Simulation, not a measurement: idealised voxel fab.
process module | voxel self aligned vias
cross-section cut | 180 nm wide | cells 5 nm
A cross-section is a grid of square cells, given in bands from the top down. A band is one or more rows of cells.
Each band's line starts with the height of the band's top and of its bottom, in nm. Then come its materials from left to right, each with its width in nm. One material with "throughout" fills the band from edge to edge. "air" is empty space.
Height 0 is the level under which the wafer as received is all one material. The lowest band goes on downwards, as in "0 down".
A width such as "30 to 40" changes by the same amount from each row of cells to the next, from the band's top row to its bottom row.
"no change" after a step means that no cell of the cross-section changed.
closed voids: empty space of 8 cells or more with no open way to the top, each as width x height at its distance from the left edge, in nm
after a step's settings: what the simulator itself notes on the step
overlay nm, on a step with a mask: how far to the right of its planned place the mask lay; to the left if negative
plan
1 op RECEIVE | material Si
2 op CONFORMAL_DEP | material SiO2 | thk nm 10
3 op CONFORMAL_DEP | material SiCN | thk nm 5
4 op DIRECTIONAL_DEP | material SiO2 | thk nm 10
5 op MASKED_ETCH | tone open | mask id LINES | width nm 25 | pitch nm 70 | etch materials SiO2 | depth nm 20 | overlay nm 0
6 op CONFORMAL_DEP | material TiN | thk nm 5
7 op FILL_DEP | material W | thk nm 10
8 op CMP | height nm 35
9 op SELECTIVE_ETCH | etch materials W Ru TiN | depth nm 5
10 op FILL_DEP | material SiN | thk nm 10
11 op CMP | height nm 35
12 op DIRECTIONAL_DEP | material SiO2 | thk nm 20
13 op PATTERN | tone open | mask id VIAS | material resist | width nm 45 | pitch nm 70 | thk nm 15 | overlay nm 0
14 op DIRECTIONAL_ETCH | etch materials SiO2 | depth nm 20
15 op DIRECTIONAL_ETCH | etch materials SiN | depth nm 5
16 op STRIP | etch materials resist
17 op CONFORMAL_DEP | material TiN | thk nm 5
18 op FILL_DEP | material Cu | thk nm 10
19 op CMP | height nm 55
20 op CONFORMAL_DEP | material SiN | thk nm 5
varied across the wafers: thk nm of step 4. The plan shows the first wafer's value. All wafers start alike
first wafer as received, after step 1
  0 down: Si throughout
  closed voids: none
first wafer at the end, after step 20
  60 to 55: SiN throughout
  55 to 35: SiO2 30 | TiN 5 | Cu 35 | TiN 5 | SiO2 25 | TiN 5 | Cu 35 | TiN 5 | SiO2 35
  35 to 30: SiN 30 | TiN 45 | SiN 25 | TiN 45 | SiN 35
  30 to 25: TiN 45 | W 15 | TiN 55 | W 15 | TiN 50
  25 to 20: SiO2 40 | TiN 5 | W 15 | TiN 5 | SiO2 45 | TiN 5 | W 15 | TiN 5 | SiO2 45
  20 to 15: SiO2 40 | TiN 25 | SiO2 45 | TiN 25 | SiO2 45
  15 to 10: SiCN throughout
  10 to 0: SiO2 throughout
  0 down: Si throughout
  closed voids: none
last wafer at the end
  60 to 55: SiN throughout
  55 to 40: SiO2 30 | TiN 5 | Cu 35 | TiN 5 | SiO2 25 | TiN 5 | Cu 35 | TiN 5 | SiO2 35
  40 to 35: SiO2 30 | TiN 15 | Cu 15 | TiN 15 | SiO2 25 | TiN 15 | Cu 15 | TiN 15 | SiO2 35
  35 to 30: SiO2 40 | TiN 25 | SiO2 45 | TiN 25 | SiO2 45
  30 to 15: SiO2 throughout
  15 to 10: SiCN throughout
  10 to 0: SiO2 throughout
  0 down: Si throughout
  closed voids: none
each wafer at the end: cells of each material gained (+) or lost (-) since it was received, then its closed voids
thk nm 10 | +56 Cu | +36 SiCN | +54 SiN | +196 SiO2 | +78 TiN | +12 W | closed voids: none
thk nm 15 | +56 Cu | +36 SiCN | +54 SiN | +222 SiO2 | +52 TiN | +12 W | closed voids: none
thk nm 20 | +48 Cu | +36 SiCN | +36 SiN | +248 SiO2 | +52 TiN | +12 W | closed voids: none
thk nm 25 | +48 Cu | +36 SiCN | +36 SiN | +258 SiO2 | +48 TiN | +6 W | closed voids: none
thk nm 30 | +48 Cu | +36 SiCN | +36 SiN | +268 SiO2 | +44 TiN | closed voids: none
thk nm 35 | +48 Cu | +36 SiCN | +36 SiN | +278 SiO2 | +34 TiN | closed voids: none
